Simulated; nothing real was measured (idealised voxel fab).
Proc. module: voxel self aligned vias
The width of the displayed cross-section, cut, is 170 nm; its cells are square, with a size of 5 nm.
Cross-section spec: square-cell grid; bands listed top down; each band is one or more rows.
Band: top and bottom heights (nm) first, top before bottom; then materials from left to right, widths in nm. "all across" marks a sole material filling the band edge to edge. "air" denotes empty space.
Heights are measured from 0, the level below which the as-received wafer is all one material; the lowest band has no bottom and continues downward, written as in "top 0, no bottom".
So if you see something like "30->40" for the width, read it as the top row of the band sitting at the first number and the bottom row at the second, with every row in between moving by the same amount as the last.
You'll sometimes find "nothing changed" written for a step, and that's the way of saying that nowhere in the cross-section did a cell change during that step.
Heads up: "Enclosed internal cavities" only lists the empty pockets with no open path to the top that are 8 cells or more, and it writes them as width x height at distance, distance from the left edge, in nm.
Heads up: the bit after the settings on a step's line is the simulator's remark on that step.
overlay nm: step with mask; distance mask lay right of planned place; negative value = left of planned place.
# These are the steps we planned for the process
1) op RECEIVE | material Si
2) op CONFORMAL_DEP | material SiO2 | thk nm 15
3) op CONFORMAL_DEP | material SiCN | thk nm 5
4) op DIRECTIONAL_DEP | material lowk | thk nm 30
5) op MASKED_ETCH | tone open | mask id LINES | width nm 20 | pitch nm 50 | etch materials lowk | depth nm 30 | overlay nm 0
6) op CONFORMAL_DEP | material TiN | thk nm 5
7) op FILL_DEP | material Ru | thk nm 10
8) op CMP | height nm 50
9) op SELECTIVE_ETCH | etch materials W Ru TiN | depth nm 5
10) op FILL_DEP | material SiN | thk nm 10
11) op CMP | height nm 50
12) op DIRECTIONAL_DEP | material lowk | thk nm 15
13) op MASKED_ETCH | tone open | mask id VIAS | width nm 30 | pitch nm 50 | etch materials lowk | depth nm 15 | overlay nm 0
14) op MASKED_ETCH | tone open | mask id VIAS | width nm 30 | pitch nm 50 | etch materials SiN | depth nm 5 | overlay nm 0
15) op CONFORMAL_DEP | material TiN | thk nm 5
16) op FILL_DEP | material Cu | thk nm 5
17) op CMP | height nm 65
18) op CONFORMAL_DEP | material SiN | thk nm 5
# Cross-section, incoming material, after step 1
- top 0, no bottom = Si all across
- Enclosed internal cavities: none
# Starting structure and process plan are as shown above, but one mistake was made in running the module; the wafer cross-section at the end of the module follows
- top 70, bottom 65 = SiN all across
- top 65, bottom 55 = 40 of Cu; 5 of TiN; 30 of lowk; 5 of TiN; 10 of Cu; 5 of TiN; 30 of lowk; 5 of TiN; 40 of Cu
- top 55, bottom 50 = 45 of TiN; 30 of lowk; 20 of TiN; 30 of lowk; 45 of TiN
- top 50, bottom 45 = 50 of lowk; 20 of SiN; 30 of lowk; 20 of SiN; 50 of lowk
- top 45, bottom 25 = 50 of lowk; 5 of TiN; 10 of Ru; 5 of TiN; 30 of lowk; 5 of TiN; 10 of Ru; 5 of TiN; 50 of lowk
- top 25, bottom 20 = 50 of lowk; 20 of TiN; 30 of lowk; 20 of TiN; 50 of lowk
- top 20, bottom 15 = SiCN all across
- top 15, bottom 0 = SiO2 all across
- top 0, no bottom = Si all across
- Enclosed internal cavities: none
Which mistake was made when the wafer was run? off-plan run, step 13, actual operation and settings op MASKED_ETCH | tone cover | mask id VIAS | width nm 30 | pitch nm 50 | etch materials lowk | depth nm 15 | overlay nm 0
